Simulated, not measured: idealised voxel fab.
process module | voxel capacitor over wiring
cross-section cut | 195 nm wide | cells 5 nm
A cross-section is a grid of square cells, given in bands from the top down. A band is one or more rows of cells.
Each band's line starts with the height of the band's top and of its bottom, in nm. Then come its materials from left to right, each with its width in nm. One material with "throughout" fills the band from edge to edge. "air" is empty space.
Height 0 is the level under which the wafer as received is all one material. The lowest band goes on downwards, as in "0 down".
A width such as "30 to 40" changes by the same amount from each row of cells to the next, from the band's top row to its bottom row.
"no change" after a step means that no cell of the cross-section changed.
closed voids: empty space of 8 cells or more with no open way to the top, each as width x height at its distance from the left edge, in nm
after a step's settings: what the simulator itself notes on the step
overlay nm, on a step with a mask: how far to the right of its planned place the mask lay; to the left if negative
plan
1 op RECEIVE | material Si
2 op CONFORMAL_DEP | material SiO2 | thk nm 15
3 op DIRECTIONAL_DEP | material TiN | thk nm 5
4 op DIRECTIONAL_DEP | material W | thk nm 15
5 op DIRECTIONAL_DEP | material aC | thk nm 15
6 op PATTERN | tone cover | mask id METAL_1 | material resist | width nm 20 | pitch nm 75 | thk nm 35 | overlay nm 0
7 op DIRECTIONAL_ETCH | etch materials aC | depth nm 15
8 op STRIP | etch materials resist
9 op DIRECTIONAL_ETCH | etch materials W | depth nm 15
10 op DIRECTIONAL_ETCH | etch materials TiN | depth nm 5
11 op STRIP | etch materials aC
12 op CONFORMAL_DEP | material SiCN | thk nm 5
13 op FILL_DEP | material lowk | thk nm 5
14 op CMP | height nm 35
15 op CONFORMAL_DEP | material SiCN | thk nm 5
16 op DIRECTIONAL_DEP | material lowk | thk nm 10
17 op DIRECTIONAL_DEP | material aC | thk nm 15
18 op PATTERN | tone open | mask id PLUG_1 | material resist | width nm 15 | thk nm 35 | overlay nm 0
19 op DIRECTIONAL_ETCH | etch materials aC | depth nm 15
20 op STRIP | etch materials resist
21 op DIRECTIONAL_ETCH | etch materials lowk | depth nm 10
22 op DIRECTIONAL_ETCH | etch materials SiCN | depth nm 5
23 op STRIP | etch materials aC
24 op EPI | material Ru | thk nm 10
25 op EPI | material Ru | thk nm 5
26 op DIRECTIONAL_DEP | material TiN | thk nm 5
27 op DIRECTIONAL_DEP | material Al2O3 | thk nm 5
28 op DIRECTIONAL_DEP | material TiN | thk nm 10
29 op MASKED_ETCH | tone cover | mask id UPPER_PLATE | width nm 60 | etch materials TiN | depth nm 10 | overlay nm 0
30 op MASKED_ETCH | tone cover | mask id UPPER_PLATE | width nm 60 | etch materials Al2O3 | depth nm 5 | overlay nm 0
31 op DIRECTIONAL_DEP | material aC | thk nm 15
32 op PATTERN | tone cover | mask id LOWER_PLATE | material resist | width nm 70 | thk nm 30 | overlay nm 0
33 op DIRECTIONAL_ETCH | etch materials aC | depth nm 15
34 op STRIP | etch materials resist
35 op DIRECTIONAL_ETCH | etch materials TiN | depth nm 5
36 op STRIP | etch materials aC
37 op FILL_DEP | material SiO2 | thk nm 20
38 op CMP | height nm 85
39 op MASKED_ETCH | tone open | mask id PLUG_2 | width nm 15 | etch materials SiO2 | depth nm 15 | overlay nm 0
40 op CONFORMAL_DEP | material TiN | thk nm 5
41 op FILL_DEP | material Cu | thk nm 5
42 op CMP | height nm 85
43 op CONFORMAL_DEP | material SiCN | thk nm 5
first wafer, as planned
as received, after step 1
  0 down: Si throughout
  closed voids: none
after step 2
  15 to 0: SiO2 throughout
  below 0: unchanged
after step 3
  20 to 15: TiN throughout
  below 15: unchanged
after step 4
  35 to 20: W throughout
  below 20: unchanged
after step 5
  50 to 35: aC throughout
  below 35: unchanged
after step 6
  85 to 50: air 50 | resist 20 | air 55 | resist 20 | air 50
  below 50: unchanged
after step 7
  70 to 50: air 50 | resist 20 | air 55 | resist 20 | air 50
  50 to 35: air 50 | aC 20 | air 55 | aC 20 | air 50
  below 35: unchanged
after step 8
  50 to 35: air 50 | aC 20 | air 55 | aC 20 | air 50
  below 35: unchanged
after step 9
  50 to 35: air 50 | aC 20 | air 55 | aC 20 | air 50
  35 to 20: air 50 | W 20 | air 55 | W 20 | air 50
  below 20: unchanged
after step 10
  50 to 35: air 50 | aC 20 | air 55 | aC 20 | air 50
  35 to 20: air 50 | W 20 | air 55 | W 20 | air 50
  20 to 15: air 50 | TiN 20 | air 55 | TiN 20 | air 50
  below 15: unchanged
after step 11
  35 to 20: air 50 | W 20 | air 55 | W 20 | air 50
  below 20: unchanged
after step 12
  40 to 35: air 45 | SiCN 30 | air 45 | SiCN 30 | air 45
  35 to 20: air 45 | SiCN 5 | W 20 | SiCN 5 | air 45 | SiCN 5 | W 20 | SiCN 5 | air 45
  20 to 15: SiCN 50 | TiN 20 | SiCN 55 | TiN 20 | SiCN 50
  below 15: unchanged
after step 13
  45 to 40: lowk throughout
  40 to 35: lowk 45 | SiCN 30 | lowk 45 | SiCN 30 | lowk 45
  35 to 20: lowk 45 | SiCN 5 | W 20 | SiCN 5 | lowk 45 | SiCN 5 | W 20 | SiCN 5 | lowk 45
  below 20: unchanged
after step 14
  35 to 20: lowk 45 | SiCN 5 | W 20 | SiCN 5 | lowk 45 | SiCN 5 | W 20 | SiCN 5 | lowk 45
  below 20: unchanged
after step 15
  40 to 35: SiCN throughout
  below 35: unchanged
after step 16
  50 to 40: lowk throughout
  below 40: unchanged
after step 17
  65 to 50: aC throughout
  below 50: unchanged
after step 18
  100 to 65: resist 55 | air 15 | resist 125
  below 65: unchanged
after step 19
  85 to 65: resist 55 | air 15 | resist 125
  65 to 50: aC 55 | air 15 | aC 125
  below 50: unchanged
after step 20
  65 to 50: aC 55 | air 15 | aC 125
  below 50: unchanged
after step 21
  65 to 50: aC 55 | air 15 | aC 125
  50 to 40: lowk 55 | air 15 | lowk 125
  below 40: unchanged
after step 22
  65 to 50: aC 55 | air 15 | aC 125
  50 to 40: lowk 55 | air 15 | lowk 125
  40 to 35: SiCN 55 | air 15 | SiCN 125
  below 35: unchanged
after step 23
  50 to 40: lowk 55 | air 15 | lowk 125
  below 40: unchanged
after step 24
  50 to 45: lowk 55 | air 15 | lowk 125
  45 to 40: lowk 55 | Ru 15 | lowk 125
  40 to 35: SiCN 55 | Ru 15 | SiCN 125
  below 35: unchanged
after step 25
  50 to 40: lowk 55 | Ru 15 | lowk 125
  below 40: unchanged
after step 26
  55 to 50: TiN throughout
  below 50: unchanged
after step 27
  60 to 55: Al2O3 throughout
  below 55: unchanged
after step 28
  70 to 60: TiN throughout
  below 60: unchanged
after step 29
  70 to 60: air 55 | TiN 60 | air 80
  below 60: unchanged
after step 30
  70 to 60: air 55 | TiN 60 | air 80
  60 to 55: air 55 | Al2O3 60 | air 80
  below 55: unchanged
after step 31
  85 to 70: air 55 | aC 60 | air 80
  70 to 60: aC 55 | TiN 60 | aC 80
  60 to 55: aC 55 | Al2O3 60 | aC 80
  below 55: unchanged
after step 32
  115 to 85: air 50 | resist 70 | air 75
  85 to 70: air 50 | resist 5 | aC 60 | resist 5 | air 75
  below 70: unchanged
after step 33
  100 to 85: air 50 | resist 70 | air 75
  85 to 70: air 50 | resist 5 | aC 60 | resist 5 | air 75
  70 to 60: air 50 | aC 5 | TiN 60 | aC 5 | air 75
  60 to 55: air 50 | aC 5 | Al2O3 60 | aC 5 | air 75
  below 55: unchanged
after step 34
  85 to 70: air 55 | aC 60 | air 80
  below 70: unchanged
after step 35
  85 to 70: air 55 | aC 60 | air 80
  70 to 60: air 50 | aC 5 | TiN 60 | aC 5 | air 75
  60 to 55: air 50 | aC 5 | Al2O3 60 | aC 5 | air 75
  55 to 50: air 50 | TiN 70 | air 75
  below 50: unchanged
after step 36
  70 to 60: air 55 | TiN 60 | air 80
  60 to 55: air 55 | Al2O3 60 | air 80
  below 55: unchanged
after step 37
  90 to 70: SiO2 throughout
  70 to 60: SiO2 55 | TiN 60 | SiO2 80
  60 to 55: SiO2 55 | Al2O3 60 | SiO2 80
  55 to 50: SiO2 50 | TiN 70 | SiO2 75
  below 50: unchanged
after step 38
  85 to 70: SiO2 throughout
  below 70: unchanged
after step 39
  85 to 70: SiO2 65 | air 15 | SiO2 115
  below 70: unchanged
after step 40
  90 to 85: TiN 70 | air 5 | TiN 120
  85 to 75: SiO2 65 | TiN 5 | air 5 | TiN 5 | SiO2 115
  75 to 70: SiO2 65 | TiN 15 | SiO2 115
  below 70: unchanged
after step 41
  95 to 90: Cu throughout
  90 to 85: TiN 70 | Cu 5 | TiN 120
  85 to 75: SiO2 65 | TiN 5 | Cu 5 | TiN 5 | SiO2 115
  below 75: unchanged
after step 42
  85 to 75: SiO2 65 | TiN 5 | Cu 5 | TiN 5 | SiO2 115
  below 75: unchanged
after step 43
  90 to 85: SiCN throughout
  below 85: unchanged
second wafer: like start, like plan, one mistake. Through step 28 it matches the first wafer
when step 29 should have ended
  70 to 60: air 60 | TiN 55 | air 80
  below 60: unchanged
when step 30 should have ended
  70 to 60: air 60 | TiN 55 | air 80
  60 to 55: air 55 | Al2O3 60 | air 80
  below 55: unchanged
when step 31 should have ended
  85 to 75: air 60 | aC 55 | air 80
  75 to 70: air 55 | aC 60 | air 80
  70 to 60: aC 60 | TiN 55 | aC 80
  60 to 55: aC 55 | Al2O3 60 | aC 80
  below 55: unchanged
when step 32 should have ended
  115 to 85: air 50 | resist 70 | air 75
  85 to 75: air 50 | resist 10 | aC 55 | resist 5 | air 75
  75 to 70: air 50 | resist 5 | aC 60 | resist 5 | air 75
  below 70: unchanged
when step 33 should have ended
  100 to 85: air 50 | resist 70 | air 75
  85 to 75: air 50 | resist 10 | aC 55 | resist 5 | air 75
  75 to 70: air 50 | resist 5 | aC 60 | resist 5 | air 75
  70 to 60: air 50 | aC 10 | TiN 55 | aC 5 | air 75
  60 to 55: air 50 | aC 5 | Al2O3 60 | aC 5 | air 75
  below 55: unchanged
when step 34 should have ended
  85 to 75: air 60 | aC 55 | air 80
  75 to 70: air 55 | aC 60 | air 80
  below 70: unchanged
when step 35 should have ended
  85 to 75: air 60 | aC 55 | air 80
  75 to 70: air 55 | aC 60 | air 80
  70 to 60: air 50 | aC 10 | TiN 55 | aC 5 | air 75
  60 to 55: air 50 | aC 5 | Al2O3 60 | aC 5 | air 75
  55 to 50: air 50 | TiN 70 | air 75
  below 50: unchanged
when step 36 should have ended
  70 to 60: air 60 | TiN 55 | air 80
  60 to 55: air 55 | Al2O3 60 | air 80
  below 55: unchanged
when step 37 should have ended
  90 to 70: SiO2 throughout
  70 to 60: SiO2 60 | TiN 55 | SiO2 80
  60 to 55: SiO2 55 | Al2O3 60 | SiO2 80
  55 to 50: SiO2 50 | TiN 70 | SiO2 75
  below 50: unchanged
when step 38 should have ended
  85 to 70: SiO2 throughout
  below 70: unchanged
when step 39 should have ended
  85 to 70: SiO2 65 | air 15 | SiO2 115
  below 70: unchanged
when step 40 should have ended
  90 to 85: TiN 70 | air 5 | TiN 120
  85 to 75: SiO2 65 | TiN 5 | air 5 | TiN 5 | SiO2 115
  75 to 70: SiO2 65 | TiN 15 | SiO2 115
  below 70: unchanged
when step 41 should have ended
  95 to 90: Cu throughout
  90 to 85: TiN 70 | Cu 5 | TiN 120
  85 to 75: SiO2 65 | TiN 5 | Cu 5 | TiN 5 | SiO2 115
  below 75: unchanged
when step 42 should have ended
  85 to 75: SiO2 65 | TiN 5 | Cu 5 | TiN 5 | SiO2 115
  below 75: unchanged
when step 43 should have ended
  90 to 85: SiCN throughout
  below 85: unchanged
what went wrong: step 29 ran as: op MASKED_ETCH | tone cover | mask id UPPER_PLATE | width nm 55 | etch materials TiN | depth nm 10 | overlay nm 0
at the end the second wafer has, in cells: 2 more of SiO2 | 2 fewer of TiN
